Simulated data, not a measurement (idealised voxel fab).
Title: Process Module voxel quadruple lines
For reference, the cross-section in this document is cut, with width 175 nm and square cells of 5 nm.
How to read a cross-section here: the picture is a grid of square cells, written as bands going from the top down, and any band can span one or more rows of cells. Top, bottom (nm), then materials left to right with widths (nm); lone material tagged "all across" fills the whole band edge to edge; "air" = empty space. Note: height 0 marks the level under which the wafer is uniformly one material as received. Lowest band unbounded below, written "0 -> down". Width spec "30..40" -> top row of cells at first value, bottom row at second value, equal per-row change in between. Key: "no modification" - step with no changed cell in the cross-section. Closed empty spaces (no open way to the top) of 8 cells or more are what "Voids lacking openings" lists, each as width x height at distance from the left edge, nm for all three. Heads up: the bit after the settings on a step's line is the simulator's remark on that step. You can add "overlay nm" to a step's line. For a step with a mask, it describes how far the mask lay to the right of its planned position, and a negative number describes a lay to the left. If you're wondering how to read the rest of this, here's the deal. It's pairs of cross-sections: one from before a process step, one from after it. The after one is only drawn as far down as the lowest band that changed. Right under each pair you'll see which step sits between them and what its settings were. Don't read the pairs as one continuous story, though. They can come from different runs of this module on the same starting wafer, and a pair only carries on from the one above it where its entry headed "Geometry before processing" says so.
### Geometry before processing
* 0 -> down | Si all across
* Voids lacking openings: none
### Cross-Section Thereafter
* 10 -> 0 | SiO2 all across
* Everything under 0 stays put, no change at all.
* Voids lacking openings: none
Between the cross-sections above, the step performed was CONFORMAL_DEP | material SiO2 | thk nm 10
Geometry before processing: cross-section not repeated; it is the one shown after the step in the pair just above.
### Cross-Section Thereafter
* 25 -> 10 | TiN all across
* Everything under 10 stays put, no change at all.
* Voids lacking openings: none
Between the cross-sections above, the step performed was DIRECTIONAL_DEP | material TiN | thk nm 15
Geometry before processing: cross-section not repeated; it is the one shown after the step in the pair just above.
### Cross-Section Thereafter
* 45 -> 25 | polySi all across
* Everything under 25 stays put, no change at all.
* Voids lacking openings: none
Between the cross-sections above, the step performed was DIRECTIONAL_DEP | material polySi | thk nm 20
Geometry before processing: cross-section not repeated; it is the one shown after the step in the pair just above.
### Cross-Section Thereafter
* 70 -> 45 | aC all across
* Everything under 45 stays put, no change at all.
* Voids lacking openings: none
Between the cross-sections above, the step performed was DIRECTIONAL_DEP | material aC | thk nm 25
Geometry before processing: cross-section not repeated; it is the one shown after the step in the pair just above.
### Cross-Section Thereafter
* 100 -> 70 | air=35, resist=25, air=55, resist=25, air=35
* Everything under 70 stays put, no change at all.
* Voids lacking openings: none
Between the cross-sections above, the step performed was PATTERN | tone cover | mask id MANDREL | material resist | width nm 25 | pitch nm 80 | thk nm 30 | overlay nm 0
Geometry before processing: cross-section not repeated; it is the one shown after the step in the pair just above.
### Cross-Section Thereafter
* 75 -> 70 | air=35, resist=25, air=55, resist=25, air=35
* 70 -> 45 | air=35, aC=25, air=55, aC=25, air=35
* Everything under 45 stays put, no change at all.
* Voids lacking openings: none
Between the cross-sections above, the step performed was DIRECTIONAL_ETCH | etch materials aC | depth nm 25
Geometry before processing: cross-section not repeated; it is the one shown after the step in the pair just above.
### Cross-Section Thereafter
* 70 -> 45 | air=35, aC=25, air=55, aC=25, air=35
* Everything under 45 stays put, no change at all.
* Voids lacking openings: none
Between the cross-sections above, the step performed was STRIP | etch materials resist
Geometry before processing: cross-section not repeated; it is the one shown after the step in the pair just above.
### Cross-Section Thereafter
* 85 -> 70 | air=20, SiO2=55, air=25, SiO2=55, air=20
* 70 -> 60 | air=20, SiO2=15, aC=25, SiO2=15, air=25, SiO2=15, aC=25, SiO2=15, air=20
* 60 -> 45 | SiO2=35, aC=25, SiO2=55, aC=25, SiO2=35
* Everything under 45 stays put, no change at all.
* Voids lacking openings: none
Between the cross-sections above, the step performed was CONFORMAL_DEP | material SiO2 | thk nm 15
Geometry before processing: cross-section not repeated; it is the one shown after the step in the pair just above.
### Cross-Section Thereafter
* 70 -> 45 | air=20, SiO2=15, aC=25, SiO2=15, air=25, SiO2=15, aC=25, SiO2=15, air=20
* Everything under 45 stays put, no change at all.
* Voids lacking openings: none
Between the cross-sections above, the step performed was DIRECTIONAL_ETCH | etch materials SiO2 | depth nm 15
Geometry before processing: cross-section not repeated; it is the one shown after the step in the pair just above.
### Cross-Section Thereafter
* 70 -> 45 | air=20, SiO2=15, air=25, SiO2=15, air=25, SiO2=15, air=25, SiO2=15, air=20
* Everything under 45 stays put, no change at all.
* Voids lacking openings: none
Between the cross-sections above, the step performed was STRIP | etch materials aC
Geometry before processing: cross-section not repeated; it is the one shown after the step in the pair just above.
### Cross-Section Thereafter
* 70 -> 45 | air=20, SiO2=15, air=25, SiO2=15, air=25, SiO2=15, air=25, SiO2=15, air=20
* 45 -> 25 | air=20, polySi=15, air=25, polySi=15, air=25, polySi=15, air=25, polySi=15, air=20
* Everything under 25 stays put, no change at all.
* Voids lacking openings: none
Between the cross-sections above, the step performed was DIRECTIONAL_ETCH | etch materials polySi | depth nm 20
Geometry before processing: cross-section not repeated; it is the one shown after the step in the pair just above.
### Cross-Section Thereafter
* 45 -> 25 | air=20, polySi=15, air=25, polySi=15, air=25, polySi=15, air=25, polySi=15, air=20
* Everything under 25 stays put, no change at all.
* Voids lacking openings: none
Between the cross-sections above, the step performed was STRIP | etch materials SiO2
Geometry before processing: cross-section not repeated; it is the one shown after the step in the pair just above.
### Cross-Section Thereafter
* 50 -> 45 | air=15, SiN=25, air=15, SiN=25, air=15, SiN=25, air=15, SiN=25, air=15
* 45 -> 30 | air=15, SiN=5, polySi=15, SiN=5, air=15, SiN=5, polySi=15, SiN=5, air=15, SiN=5, polySi=15, SiN=5, air=15, SiN=5, polySi=15, SiN=5, air=15
* 30 -> 25 | SiN=20, polySi=15, SiN=25, polySi=15, SiN=25, polySi=15, SiN=25, polySi=15, SiN=20
* Everything under 25 stays put, no change at all.
* Voids lacking openings: none
Between the cross-sections above, the step performed was CONFORMAL_DEP | material SiN | thk nm 5
Geometry before processing: cross-section not repeated; it is the one shown after the step in the pair just above.
### Cross-Section Thereafter
* 45 -> 25 | air=15, SiN=5, polySi=15, SiN=5, air=15, SiN=5, polySi=15, SiN=5, air=15, SiN=5, polySi=15, SiN=5, air=15, SiN=5, polySi=15, SiN=5, air=15
* Everything under 25 stays put, no change at all.
* Voids lacking openings: none
Between the cross-sections above, the step performed was DIRECTIONAL_ETCH | etch materials SiN | depth nm 5
Geometry before processing: cross-section not repeated; it is the one shown after the step in the pair just above.
### Cross-Section Thereafter
* 45 -> 25 | air=15, SiN=5, air=15, SiN=5, air=15, SiN=5, air=15, SiN=5, air=15, SiN=5, air=15, SiN=5, air=15, SiN=5, air=15, SiN=5, air=15
* Everything under 25 stays put, no change at all.
* Voids lacking openings: none
Between the cross-sections above, the step performed was STRIP | etch materials polySi
Geometry before processing: cross-section not repeated; it is the one shown after the step in the pair just above.
### Cross-Section Thereafter
* 45 -> 25 | air=15, SiN=5, air=15, SiN=5, air=15, SiN=5, air=15, SiN=5, air=15, SiN=5, air=15, SiN=5, air=15, SiN=5, air=15, SiN=5, air=15
* 25 -> 10 | air=15, TiN=5, air=15, TiN=5, air=15, TiN=5, air=15, TiN=5, air=15, TiN=5, air=15, TiN=5, air=15, TiN=5, air=15, TiN=5, air=15
* Everything under 10 stays put, no change at all.
* Voids lacking openings: none
Between the cross-sections above, the step performed was DIRECTIONAL_ETCH | etch materials TiN | depth nm 15
Geometry before processing: cross-section not repeated; it is the one shown after the step in the pair just above.
### Cross-Section Thereafter
* 25 -> 10 | air=15, TiN=5, air=15, TiN=5, air=15, TiN=5, air=15, TiN=5, air=15, TiN=5, air=15, TiN=5, air=15, TiN=5, air=15, TiN=5, air=15
* Everything under 10 stays put, no change at all.
* Voids lacking openings: none
Between the cross-sections above, the step performed was STRIP | etch materials SiN
Geometry before processing: cross-section not repeated; it is the one shown after the step in the pair just above.
### Cross-Section Thereafter
* 35 -> 25 | lowk all across
* 25 -> 10 | lowk=15, TiN=5, lowk=15, TiN=5, lowk=15, TiN=5, lowk=15, TiN=5, lowk=15, TiN=5, lowk=15, TiN=5, lowk=15, TiN=5, lowk=15, TiN=5, lowk=15
* Everything under 10 stays put, no change at all.
* Voids lacking openings: none
Between the cross-sections above, the step performed was FILL_DEP | material lowk | thk nm 10
Geometry before processing: cross-section not repeated; it is the one shown after the step in the pair just above.
### Cross-Section Thereafter
* 25 -> 10 | lowk=15, TiN=5, lowk=15, TiN=5, lowk=15, TiN=5, lowk=15, TiN=5, lowk=15, TiN=5, lowk=15, TiN=5, lowk=15, TiN=5, lowk=15, TiN=5, lowk=15
* Everything under 10 stays put, no change at all.
* Voids lacking openings: none
Between the cross-sections above, the step performed was CMP | height nm 25
### Geometry before processing
* 0 -> down | Si all across
* Voids lacking openings: none
### Cross-Section Thereafter
* 15 -> 0 | TiN all across
* Everything under 0 stays put, no change at all.
* Voids lacking openings: none
Between the cross-sections above, the step performed was DIRECTIONAL_DEP | material TiN | thk nm 15
Geometry before processing: cross-section not repeated; it is the one shown after the step in the pair just above.
### Cross-Section Thereafter
* 35 -> 15 | polySi all across
* Everything under 15 stays put, no change at all.
* Voids lacking openings: none
Between the cross-sections above, the step performed was DIRECTIONAL_DEP | material polySi | thk nm 20
Geometry before processing: cross-section not repeated; it is the one shown after the step in the pair just above.
### Cross-Section Thereafter
* 60 -> 35 | aC all across
* Everything under 35 stays put, no change at all.
* Voids lacking openings: none
Between the cross-sections above, the step performed was DIRECTIONAL_DEP | material aC | thk nm 25
Geometry before processing: cross-section not repeated; it is the one shown after the step in the pair just above.
### Cross-Section Thereafter
* 90 -> 60 | air=35, resist=25, air=55, resist=25, air=35
* Everything under 60 stays put, no change at all.
* Voids lacking openings: none
Between the cross-sections above, the step performed was PATTERN | tone cover | mask id MANDREL | material resist | width nm 25 | pitch nm 80 | thk nm 30 | overlay nm 0
Geometry before processing: cross-section not repeated; it is the one shown after the step in the pair just above.
### Cross-Section Thereafter
* 65 -> 60 | air=35, resist=25, air=55, resist=25, air=35
* 60 -> 35 | air=35, aC=25, air=55, aC=25, air=35
* Everything under 35 stays put, no change at all.
* Voids lacking openings: none
Between the cross-sections above, the step performed was DIRECTIONAL_ETCH | etch materials aC | depth nm 25
Geometry before processing: cross-section not repeated; it is the one shown after the step in the pair just above.
### Cross-Section Thereafter
* 60 -> 35 | air=35, aC=25, air=55, aC=25, air=35
* Everything under 35 stays put, no change at all.
* Voids lacking openings: none
Between the cross-sections above, the step performed was STRIP | etch materials resist
Geometry before processing: cross-section not repeated; it is the one shown after the step in the pair just above.
### Cross-Section Thereafter
* 75 -> 60 | air=20, SiO2=55, air=25, SiO2=55, air=20
* 60 -> 50 | air=20, SiO2=15, aC=25, SiO2=15, air=25, SiO2=15, aC=25, SiO2=15, air=20
* 50 -> 35 | SiO2=35, aC=25, SiO2=55, aC=25, SiO2=35
* Everything under 35 stays put, no change at all.
* Voids lacking openings: none
Between the cross-sections above, the step performed was CONFORMAL_DEP | material SiO2 | thk nm 15
Geometry before processing: cross-section not repeated; it is the one shown after the step in the pair just above.
### Cross-Section Thereafter
* 60 -> 35 | air=20, SiO2=15, aC=25, SiO2=15, air=25, SiO2=15, aC=25, SiO2=15, air=20
* Everything under 35 stays put, no change at all.
* Voids lacking openings: none
Between the cross-sections above, the step performed was DIRECTIONAL_ETCH | etch materials SiO2 | depth nm 15
Geometry before processing: cross-section not repeated; it is the one shown after the step in the pair just above.
### Cross-Section Thereafter
* 60 -> 35 | air=20, SiO2=15, air=25, SiO2=15, air=25, SiO2=15, air=25, SiO2=15, air=20
* Everything under 35 stays put, no change at all.
* Voids lacking openings: none
Between the cross-sections above, the step performed was STRIP | etch materials aC
Geometry before processing: cross-section not repeated; it is the one shown after the step in the pair just above.
### Cross-Section Thereafter
* 60 -> 35 | air=20, SiO2=15, air=25, SiO2=15, air=25, SiO2=15, air=25, SiO2=15, air=20
* 35 -> 15 | air=20, polySi=15, air=25, polySi=15, air=25, polySi=15, air=25, polySi=15, air=20
* Everything under 15 stays put, no change at all.
* Voids lacking openings: none
Between the cross-sections above, the step performed was DIRECTIONAL_ETCH | etch materials polySi | depth nm 20
Geometry before processing: cross-section not repeated; it is the one shown after the step in the pair just above.
### Cross-Section Thereafter
* 35 -> 15 | air=20, polySi=15, air=25, polySi=15, air=25, polySi=15, air=25, polySi=15, air=20
* Everything under 15 stays put, no change at all.
* Voids lacking openings: none
Between the cross-sections above, the step performed was STRIP | etch materials SiO2
Geometry before processing: cross-section not repeated; it is the one shown after the step in the pair just above.
### Cross-Section Thereafter
* 40 -> 35 | air=15, SiN=25, air=15, SiN=25, air=15, SiN=25, air=15, SiN=25, air=15
* 35 -> 20 | air=15, SiN=5, polySi=15, SiN=5, air=15, SiN=5, polySi=15, SiN=5, air=15, SiN=5, polySi=15, SiN=5, air=15, SiN=5, polySi=15, SiN=5, air=15
* 20 -> 15 | SiN=20, polySi=15, SiN=25, polySi=15, SiN=25, polySi=15, SiN=25, polySi=15, SiN=20
* Everything under 15 stays put, no change at all.
* Voids lacking openings: none
Between the cross-sections above, the step performed was CONFORMAL_DEP | material SiN | thk nm 5
Geometry before processing: cross-section not repeated; it is the one shown after the step in the pair just above.
### Cross-Section Thereafter
* 35 -> 15 | air=15, SiN=5, polySi=15, SiN=5, air=15, SiN=5, polySi=15, SiN=5, air=15, SiN=5, polySi=15, SiN=5, air=15, SiN=5, polySi=15, SiN=5, air=15
* Everything under 15 stays put, no change at all.
* Voids lacking openings: none
Between the cross-sections above, the step performed was DIRECTIONAL_ETCH | etch materials SiN | depth nm 5
Geometry before processing: cross-section not repeated; it is the one shown after the step in the pair just above.
### Cross-Section Thereafter
* 35 -> 15 | air=15, SiN=5, air=15, SiN=5, air=15, SiN=5, air=15, SiN=5, air=15, SiN=5, air=15, SiN=5, air=15, SiN=5, air=15, SiN=5, air=15
* Everything under 15 stays put, no change at all.
* Voids lacking openings: none
Between the cross-sections above, the step performed was STRIP | etch materials polySi
Geometry before processing: cross-section not repeated; it is the one shown after the step in the pair just above.
### Cross-Section Thereafter
* 35 -> 15 | air=15, SiN=5, air=15, SiN=5, air=15, SiN=5, air=15, SiN=5, air=15, SiN=5, air=15, SiN=5, air=15, SiN=5, air=15, SiN=5, air=15
* 15 -> 0 | air=15, TiN=5, air=15, TiN=5, air=15, TiN=5, air=15, TiN=5, air=15, TiN=5, air=15, TiN=5, air=15, TiN=5, air=15, TiN=5, air=15
* Everything under 0 stays put, no change at all.
* Voids lacking openings: none
Between the cross-sections above, the step performed was DIRECTIONAL_ETCH | etch materials TiN | depth nm 15
Geometry before processing: cross-section not repeated; it is the one shown after the step in the pair just above.
### Cross-Section Thereafter
* 15 -> 0 | air=15, TiN=5, air=15, TiN=5, air=15, TiN=5, air=15, TiN=5, air=15, TiN=5, air=15, TiN=5, air=15, TiN=5, air=15, TiN=5, air=15
* Everything under 0 stays put, no change at all.
* Voids lacking openings: none
Between the cross-sections above, the step performed was STRIP | etch materials SiN
Geometry before processing: cross-section not repeated; it is the one shown after the step in the pair just above.
### Cross-Section Thereafter
* 25 -> 15 | lowk all across
* 15 -> 0 | lowk=15, TiN=5, lowk=15, TiN=5, lowk=15, TiN=5, lowk=15, TiN=5, lowk=15, TiN=5, lowk=15, TiN=5, lowk=15, TiN=5, lowk=15, TiN=5, lowk=15
* Everything under 0 stays put, no change at all.
* Voids lacking openings: none
Between the cross-sections above, the step performed was FILL_DEP | material lowk | thk nm 10
### Geometry before processing
* 10 -> 0 | SiO2 all across
* 0 -> down | Si all across
* Voids lacking openings: none
### Cross-Section Thereafter
* 30 -> 10 | polySi all across
* Everything under 10 stays put, no change at all.
* Voids lacking openings: none
Between the cross-sections above, the step performed was DIRECTIONAL_DEP | material polySi | thk nm 20
Geometry before processing: cross-section not repeated; it is the one shown after the step in the pair just above.
### Cross-Section Thereafter
* 45 -> 30 | TiN all across
* Everything under 30 stays put, no change at all.
* Voids lacking openings: none
Between the cross-sections above, the step performed was DIRECTIONAL_DEP | material TiN | thk nm 15
Geometry before processing: cross-section not repeated; it is the one shown after the step in the pair just above.
### Cross-Section Thereafter
* 70 -> 45 | aC all across
* Everything under 45 stays put, no change at all.
* Voids lacking openings: none
Between the cross-sections above, the step performed was DIRECTIONAL_DEP | material aC | thk nm 25
Geometry before processing: cross-section not repeated; it is the one shown after the step in the pair just above.
### Cross-Section Thereafter
* 100 -> 70 | air=35, resist=25, air=55, resist=25, air=35
* Everything under 70 stays put, no change at all.
* Voids lacking openings: none
Between the cross-sections above, the step performed was PATTERN | tone cover | mask id MANDREL | material resist | width nm 25 | pitch nm 80 | thk nm 30 | overlay nm 0
Geometry before processing: cross-section not repeated; it is the one shown after the step in the pair just above.
### Cross-Section Thereafter
* 75 -> 70 | air=35, resist=25, air=55, resist=25, air=35
* 70 -> 45 | air=35, aC=25, air=55, aC=25, air=35
* Everything under 45 stays put, no change at all.
* Voids lacking openings: none
Between the cross-sections above, the step performed was DIRECTIONAL_ETCH | etch materials aC | depth nm 25
Geometry before processing: cross-section not repeated; it is the one shown after the step in the pair just above.
### Cross-Section Thereafter
* 70 -> 45 | air=35, aC=25, air=55, aC=25, air=35
* Everything under 45 stays put, no change at all.
* Voids lacking openings: none
Between the cross-sections above, the step performed was STRIP | etch materials resist
Geometry before processing: cross-section not repeated; it is the one shown after the step in the pair just above.
### Cross-Section Thereafter
* 85 -> 70 | air=20, SiO2=55, air=25, SiO2=55, air=20
* 70 -> 60 | air=20, SiO2=15, aC=25, SiO2=15, air=25, SiO2=15, aC=25, SiO2=15, air=20
* 60 -> 45 | SiO2=35, aC=25, SiO2=55, aC=25, SiO2=35
* Everything under 45 stays put, no change at all.
* Voids lacking openings: none
Between the cross-sections above, the step performed was CONFORMAL_DEP | material SiO2 | thk nm 15
Geometry before processing: cross-section not repeated; it is the one shown after the step in the pair just above.
### Cross-Section Thereafter
* 70 -> 45 | air=20, SiO2=15, aC=25, SiO2=15, air=25, SiO2=15, aC=25, SiO2=15, air=20
* Everything under 45 stays put, no change at all.
* Voids lacking openings: none
Between the cross-sections above, the step performed was DIRECTIONAL_ETCH | etch materials SiO2 | depth nm 15
Geometry before processing: cross-section not repeated; it is the one shown after the step in the pair just above.
### Cross-Section Thereafter
* 70 -> 45 | air=20, SiO2=15, air=25, SiO2=15, air=25, SiO2=15, air=25, SiO2=15, air=20
* Everything under 45 stays put, no change at all.
* Voids lacking openings: none
Between the cross-sections above, the step performed was STRIP | etch materials aC
Geometry before processing: cross-section not repeated; it is the one shown after the step in the pair just above.
### Cross-Section Thereafter
* 45 -> 30 | TiN all across
* Everything under 30 stays put, no change at all.
* Voids lacking openings: none
Between the cross-sections above, the step performed was STRIP | etch materials SiO2
Geometry before processing: cross-section not repeated; it is the one shown after the step in the pair just above.
### Cross-Section Thereafter
* 50 -> 45 | SiN all across
* Everything under 45 stays put, no change at all.
* Voids lacking openings: none
Between the cross-sections above, the step performed was CONFORMAL_DEP | material SiN | thk nm 5
Geometry before processing: cross-section not repeated; it is the one shown after the step in the pair just above.
### Cross-Section Thereafter
* 45 -> 30 | TiN all across
* Everything under 30 stays put, no change at all.
* Voids lacking openings: none
Between the cross-sections above, the step performed was DIRECTIONAL_ETCH | etch materials SiN | depth nm 5
Geometry before processing: cross-section not repeated; it is the one shown after the step in the pair just above.
### Cross-Section Thereafter
* 30 -> 10 | polySi all across
* Everything under 10 stays put, no change at all.
* Voids lacking openings: none
Between the cross-sections above, the step performed was DIRECTIONAL_ETCH | etch materials TiN | depth nm 15
Geometry before processing: cross-section not repeated; it is the one shown after the step in the pair just above.
### Cross-Section Thereafter
* 40 -> 30 | lowk all across
* Everything under 30 stays put, no change at all.
* Voids lacking openings: none
Between the cross-sections above, the step performed was FILL_DEP | material lowk | thk nm 10
Geometry before processing: cross-section not repeated; it is the one shown after the step in the pair just above.
### Cross-Section Thereafter
* 25 -> 10 | polySi all across
* Everything under 10 stays put, no change at all.
* Voids lacking openings: none
Between the cross-sections above, the step performed was CMP | height nm 25
### Geometry before processing
* 10 -> 0 | SiO2 all across
* 0 -> down | Si all across
* Voids lacking openings: none
### Cross-Section Thereafter
* 20 -> 10 | TiN all across
* Everything under 10 stays put, no change at all.
* Voids lacking openings: none
Between the cross-sections above, the step performed was DIRECTIONAL_DEP | material TiN | thk nm 10
Geometry before processing: cross-section not repeated; it is the one shown after the step in the pair just above.
### Cross-Section Thereafter
* 40 -> 20 | polySi all across
* Everything under 20 stays put, no change at all.
* Voids lacking openings: none
Between the cross-sections above, the step performed was DIRECTIONAL_DEP | material polySi | thk nm 20
Geometry before processing: cross-section not repeated; it is the one shown after the step in the pair just above.
### Cross-Section Thereafter
* 65 -> 40 | aC all across
* Everything under 40 stays put, no change at all.
* Voids lacking openings: none
Between the cross-sections above, the step performed was DIRECTIONAL_DEP | material aC | thk nm 25
Geometry before processing: cross-section not repeated; it is the one shown after the step in the pair just above.
### Cross-Section Thereafter
* 95 -> 65 | air=35, resist=25, air=55, resist=25, air=35
* Everything under 65 stays put, no change at all.
* Voids lacking openings: none
Between the cross-sections above, the step performed was PATTERN | tone cover | mask id MANDREL | material resist | width nm 25 | pitch nm 80 | thk nm 30 | overlay nm 0
Geometry before processing: cross-section not repeated; it is the one shown after the step in the pair just above.
### Cross-Section Thereafter
* 70 -> 65 | air=35, resist=25, air=55, resist=25, air=35
* 65 -> 40 | air=35, aC=25, air=55, aC=25, air=35
* Everything under 40 stays put, no change at all.
* Voids lacking openings: none
Between the cross-sections above, the step performed was DIRECTIONAL_ETCH | etch materials aC | depth nm 25
Geometry before processing: cross-section not repeated; it is the one shown after the step in the pair just above.
### Cross-Section Thereafter
* 65 -> 40 | air=35, aC=25, air=55, aC=25, air=35
* Everything under 40 stays put, no change at all.
* Voids lacking openings: none
Between the cross-sections above, the step performed was STRIP | etch materials resist
Geometry before processing: cross-section not repeated; it is the one shown after the step in the pair just above.
### Cross-Section Thereafter
* 80 -> 65 | air=20, SiO2=55, air=25, SiO2=55, air=20
* 65 -> 55 | air=20, SiO2=15, aC=25, SiO2=15, air=25, SiO2=15, aC=25, SiO2=15, air=20
* 55 -> 40 | SiO2=35, aC=25, SiO2=55, aC=25, SiO2=35
* Everything under 40 stays put, no change at all.
* Voids lacking openings: none
Between the cross-sections above, the step performed was CONFORMAL_DEP | material SiO2 | thk nm 15
Geometry before processing: cross-section not repeated; it is the one shown after the step in the pair just above.
### Cross-Section Thereafter
* 65 -> 40 | air=20, SiO2=15, aC=25, SiO2=15, air=25, SiO2=15, aC=25, SiO2=15, air=20
* Everything under 40 stays put, no change at all.
* Voids lacking openings: none
Between the cross-sections above, the step performed was DIRECTIONAL_ETCH | etch materials SiO2 | depth nm 15
Geometry before processing: cross-section not repeated; it is the one shown after the step in the pair just above.
### Cross-Section Thereafter
* 65 -> 40 | air=20, SiO2=15, air=25, SiO2=15, air=25, SiO2=15, air=25, SiO2=15, air=20
* Everything under 40 stays put, no change at all.
* Voids lacking openings: none
Between the cross-sections above, the step performed was STRIP | etch materials aC
Geometry before processing: cross-section not repeated; it is the one shown after the step in the pair just above.
### Cross-Section Thereafter
* 65 -> 40 | air=20, SiO2=15, air=25, SiO2=15, air=25, SiO2=15, air=25, SiO2=15, air=20
* 40 -> 20 | air=20, polySi=15, air=25, polySi=15, air=25, polySi=15, air=25, polySi=15, air=20
* Everything under 20 stays put, no change at all.
* Voids lacking openings: none
Between the cross-sections above, the step performed was DIRECTIONAL_ETCH | etch materials polySi | depth nm 20
Geometry before processing: cross-section not repeated; it is the one shown after the step in the pair just above.
### Cross-Section Thereafter
* 40 -> 20 | air=20, polySi=15, air=25, polySi=15, air=25, polySi=15, air=25, polySi=15, air=20
* Everything under 20 stays put, no change at all.
* Voids lacking openings: none
Between the cross-sections above, the step performed was STRIP | etch materials SiO2
Geometry before processing: cross-section not repeated; it is the one shown after the step in the pair just above.
### Cross-Section Thereafter
* 45 -> 40 | air=15, SiN=25, air=15, SiN=25, air=15, SiN=25, air=15, SiN=25, air=15
* 40 -> 25 | air=15, SiN=5, polySi=15, SiN=5, air=15, SiN=5, polySi=15, SiN=5, air=15, SiN=5, polySi=15, SiN=5, air=15, SiN=5, polySi=15, SiN=5, air=15
* 25 -> 20 | SiN=20, polySi=15, SiN=25, polySi=15, SiN=25, polySi=15, SiN=25, polySi=15, SiN=20
* Everything under 20 stays put, no change at all.
* Voids lacking openings: none
Between the cross-sections above, the step performed was CONFORMAL_DEP | material SiN | thk nm 5
Geometry before processing: cross-section not repeated; it is the one shown after the step in the pair just above.
### Cross-Section Thereafter
* 40 -> 20 | air=15, SiN=5, polySi=15, SiN=5, air=15, SiN=5, polySi=15, SiN=5, air=15, SiN=5, polySi=15, SiN=5, air=15, SiN=5, polySi=15, SiN=5, air=15
* Everything under 20 stays put, no change at all.
* Voids lacking openings: none
Between the cross-sections above, the step performed was DIRECTIONAL_ETCH | etch materials SiN | depth nm 5
Geometry before processing: cross-section not repeated; it is the one shown after the step in the pair just above.
### Cross-Section Thereafter
* 40 -> 20 | air=15, SiN=5, air=15, SiN=5, air=15, SiN=5, air=15, SiN=5, air=15, SiN=5, air=15, SiN=5, air=15, SiN=5, air=15, SiN=5, air=15
* Everything under 20 stays put, no change at all.
* Voids lacking openings: none
Between the cross-sections above, the step performed was STRIP | etch materials polySi
Geometry before processing: cross-section not repeated; it is the one shown after the step in the pair just above.
### Cross-Section Thereafter
* 40 -> 20 | air=15, SiN=5, air=15, SiN=5, air=15, SiN=5, air=15, SiN=5, air=15, SiN=5, air=15, SiN=5, air=15, SiN=5, air=15, SiN=5, air=15
* 20 -> 10 | air=15, TiN=5, air=15, TiN=5, air=15, TiN=5, air=15, TiN=5, air=15, TiN=5, air=15, TiN=5, air=15, TiN=5, air=15, TiN=5, air=15
* Everything under 10 stays put, no change at all.
* Voids lacking openings: none
Between the cross-sections above, the step performed was DIRECTIONAL_ETCH | etch materials TiN | depth nm 15
Geometry before processing: cross-section not repeated; it is the one shown after the step in the pair just above.
### Cross-Section Thereafter
* 20 -> 10 | air=15, TiN=5, air=15, TiN=5, air=15, TiN=5, air=15, TiN=5, air=15, TiN=5, air=15, TiN=5, air=15, TiN=5, air=15, TiN=5, air=15
* Everything under 10 stays put, no change at all.
* Voids lacking openings: none
Between the cross-sections above, the step performed was STRIP | etch materials SiN
Geometry before processing: cross-section not repeated; it is the one shown after the step in the pair just above.
### Cross-Section Thereafter
* 30 -> 20 | lowk all across
* 20 -> 10 | lowk=15, TiN=5, lowk=15, TiN=5, lowk=15, TiN=5, lowk=15, TiN=5, lowk=15, TiN=5, lowk=15, TiN=5, lowk=15, TiN=5, lowk=15, TiN=5, lowk=15
* Everything under 10 stays put, no change at all.
* Voids lacking openings: none
Between the cross-sections above, the step performed was FILL_DEP | material lowk | thk nm 10
Geometry before processing: cross-section not repeated; it is the one shown after the step in the pair just above.
### Cross-Section Thereafter
* 25 -> 20 | lowk all across
* Everything under 20 stays put, no change at all.
* Voids lacking openings: none
Between the cross-sections above, the step performed was CMP | height nm 25
### Geometry before processing
* 70 -> 45 | aC all across
* 45 -> 25 | polySi all across
* 25 -> 10 | TiN all across
* 10 -> 0 | SiO2 all across
* 0 -> down | Si all across
* Voids lacking openings: none
### Cross-Section Thereafter
* 100 -> 70 | air=40, resist=20, air=60, resist=20, air=35
* Everything under 70 stays put, no change at all.
* Voids lacking openings: none
Between the cross-sections above, the step performed was PATTERN | tone cover | mask id MANDREL | material resist | width nm 20 | pitch nm 80 | thk nm 30 | overlay nm 0
Geometry before processing: cross-section not repeated; it is the one shown after the step in the pair just above.
### Cross-Section Thereafter
* 75 -> 70 | air=40, resist=20, air=60, resist=20, air=35
* 70 -> 45 | air=40, aC=20, air=60, aC=20, air=35
* Everything under 45 stays put, no change at all.
* Voids lacking openings: none
Between the cross-sections above, the step performed was DIRECTIONAL_ETCH | etch materials aC | depth nm 25
Geometry before processing: cross-section not repeated; it is the one shown after the step in the pair just above.
### Cross-Section Thereafter
* 70 -> 45 | air=40, aC=20, air=60, aC=20, air=35
* Everything under 45 stays put, no change at all.
* Voids lacking openings: none
Between the cross-sections above, the step performed was STRIP | etch materials resist
Geometry before processing: cross-section not repeated; it is the one shown after the step in the pair just above.
### Cross-Section Thereafter
* 85 -> 70 | air=25, SiO2=50, air=30, SiO2=50, air=20
* 70 -> 60 | air=25, SiO2=15, aC=20, SiO2=15, air=30, SiO2=15, aC=20, SiO2=15, air=20
* 60 -> 45 | SiO2=40, aC=20, SiO2=60, aC=20, SiO2=35
* Everything under 45 stays put, no change at all.
* Voids lacking openings: none
Between the cross-sections above, the step performed was CONFORMAL_DEP | material SiO2 | thk nm 15
Geometry before processing: cross-section not repeated; it is the one shown after the step in the pair just above.
### Cross-Section Thereafter
* 70 -> 45 | air=25, SiO2=15, aC=20, SiO2=15, air=30, SiO2=15, aC=20, SiO2=15, air=20
* Everything under 45 stays put, no change at all.
* Voids lacking openings: none
Between the cross-sections above, the step performed was DIRECTIONAL_ETCH | etch materials SiO2 | depth nm 15
Geometry before processing: cross-section not repeated; it is the one shown after the step in the pair just above.
### Cross-Section Thereafter
* 70 -> 45 | air=25, SiO2=15, air=20, SiO2=15, air=30, SiO2=15, air=20, SiO2=15, air=20
* Everything under 45 stays put, no change at all.
* Voids lacking openings: none
Between the cross-sections above, the step performed was STRIP | etch materials aC
Geometry before processing: cross-section not repeated; it is the one shown after the step in the pair just above.
### Cross-Section Thereafter
* 70 -> 45 | air=25, SiO2=15, air=20, SiO2=15, air=30, SiO2=15, air=20, SiO2=15, air=20
* 45 -> 25 | air=25, polySi=15, air=20, polySi=15, air=30, polySi=15, air=20, polySi=15, air=20
* Everything under 25 stays put, no change at all.
* Voids lacking openings: none
Between the cross-sections above, the step performed was DIRECTIONAL_ETCH | etch materials polySi | depth nm 20
Geometry before processing: cross-section not repeated; it is the one shown after the step in the pair just above.
### Cross-Section Thereafter
* 45 -> 25 | air=25, polySi=15, air=20, polySi=15, air=30, polySi=15, air=20, polySi=15, air=20
* Everything under 25 stays put, no change at all.
* Voids lacking openings: none
Between the cross-sections above, the step performed was STRIP | etch materials SiO2
